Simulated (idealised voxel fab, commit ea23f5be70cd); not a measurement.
Presented below is a process module, voxel spacer lines.
Section shown: cut. Width: 240 nm. Cell size: 5 nm, square.
Think of the cross-section as a grid of square cells. We describe it in bands, top to bottom, and each band covers one or more rows of those cells. Look at the band entry: it leads with the top's height and the bottom's height in nm. Then it lists the materials left to right, with a width in nm for each. The word "full width" on a single material says that material fills the band edge to edge. The word "empty" is empty space. The level at which height equals 0 is the one under which the wafer, as it arrives, is entirely one material. No lower edge exists for the bottom band, which continues downward and is notated as in "0 and below". Width: "30..40" (first number = top row, second number = bottom row, same change from row to row of cells). Any step labelled "remained the same" changed none of the cells in the cross-section. Any empty space of 8 cells or more lacking an open way to the top shows up in "Enclosed voids" as width x height at distance, distance from the left edge, in nm. What comes after the settings on a step's line is commentary from the simulator itself on that step. The optional step-line setting "overlay nm" applies to steps with a mask and quantifies how far to the right of its planned location the mask lay, a negative value indicating leftward placement.

Process steps foreseen in the plan:
1) RECEIVE (material Si)
2) CONFORMAL_DEP (material Al2O3; thk nm 10)
3) DIRECTIONAL_DEP (material polySi; thk nm 20)
4) DIRECTIONAL_DEP (material aC; thk nm 30)
5) PATTERN (tone cover; mask id MANDREL; material resist; width nm 20; pitch nm 60; thk nm 40; overlay nm -15)
6) DIRECTIONAL_ETCH (etch materials aC; depth nm 30)
7) STRIP (etch materials resist)
8) CONFORMAL_DEP (material SiO2; thk nm 10)
9) DIRECTIONAL_ETCH (etch materials SiO2; depth nm 10)
10) STRIP (etch materials aC)
11) DIRECTIONAL_ETCH (etch materials polySi; depth nm 20)
12) STRIP (etch materials SiO2)
Same starting wafers, different overlay nm at step 5. Plan value belongs to the first wafer.

As received, i.e. after step 1: cross-section through the first of several wafers:
  0 and below: Si full width
  Enclosed voids: none

Here is how to read the rows: every wafer has a row, and it shows the wafer at the end of the module, giving for each material how many cells were gained (+) or lost (-) since the wafer was received, then listing its closed voids:
overlay nm -15, +96 Al2O3, +48 polySi, Enclosed voids: none
overlay nm -10, +96 Al2O3, +48 polySi, Enclosed voids: none
overlay nm -5, +96 Al2O3, +48 polySi, Enclosed voids: none
overlay nm 0, +96 Al2O3, +48 polySi, Enclosed voids: none
overlay nm 5, +96 Al2O3, +48 polySi, Enclosed voids: none
overlay nm 10, +96 Al2O3, +48 polySi, Enclosed voids: none
overlay nm 15, +96 Al2O3, +48 polySi, Enclosed voids: none
